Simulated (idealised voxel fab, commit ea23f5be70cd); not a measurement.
Title: Process Module voxel lift off
Pictured: cross-section cut, 250 nm wide, on a grid of 5 nm square cells.
A cross-section is a grid of square cells, given in bands from the top down. A band is one or more rows of cells. Top height, bottom height, nm. Materials left to right, width each, nm. Single material + "edge to edge" = fills band edge to edge. "air" = empty. Heads up on the height convention: 0 is the point under which the incoming wafer is all one material, and the lowest band has no bottom, it just keeps going down, like "top 0, no bottom". The width entry "30..40" should be interpreted row by row: the top row of cells in the band takes the first number, the bottom row takes the second number, and the change between adjacent rows is uniform throughout. No cell of the cross-section changed in a step that is given as "left unchanged". You'll see "Sealed cavities" listing empty spaces that have no way open to the top, as long as they're 8 cells or more; the notation is width x height at distance, where the distance is from the left edge, and all of it is in nm. The remark found on a step's line after its settings is issued by the simulator itself and pertains to that step. Each step line may optionally specify "overlay nm", which for a step with a mask gives the rightward distance between the mask's planned place and where it lay, a negative value indicating the leftward direction.

These are the steps we planned for the process:
- 1: RECEIVE, material Si
- 2: CONFORMAL_DEP, material SiN, thk nm 15
- 3: PATTERN, tone open, mask id LINES, material resist, width nm 20, pitch nm 50, thk nm 20, overlay nm -15
- 4: DIRECTIONAL_DEP, material Ru, thk nm 10
- 5: STRIP, etch materials resist
- 6: CONFORMAL_DEP, material SiCN, thk nm 5
All wafers enter the flow in the same state. The overlay nm at step 3 differs from wafer to wafer, and the plan gives the value for the first wafer.

Sectional view: first of several wafers, as received, after step 1:
top 0, no bottom: Si edge to edge
Sealed cavities: none

Each row below is a wafer at the end of the module, listing for every material the number of cells it has gained (+) or lost (-) since it was received, followed by its closed voids:
overlay nm -15, +16 Ru, +58 SiCN, +150 SiN, Sealed cavities: none
overlay nm -10, +16 Ru, +58 SiCN, +150 SiN, Sealed cavities: none
overlay nm -5, +16 Ru, +58 SiCN, +150 SiN, Sealed cavities: none
overlay nm 0, +16 Ru, +58 SiCN, +150 SiN, Sealed cavities: none
overlay nm 5, +16 Ru, +58 SiCN, +150 SiN, Sealed cavities: none
overlay nm 10, +16 Ru, +58 SiCN, +150 SiN, Sealed cavities: none
overlay nm 15, +16 Ru, +58 SiCN, +150 SiN, Sealed cavities: none
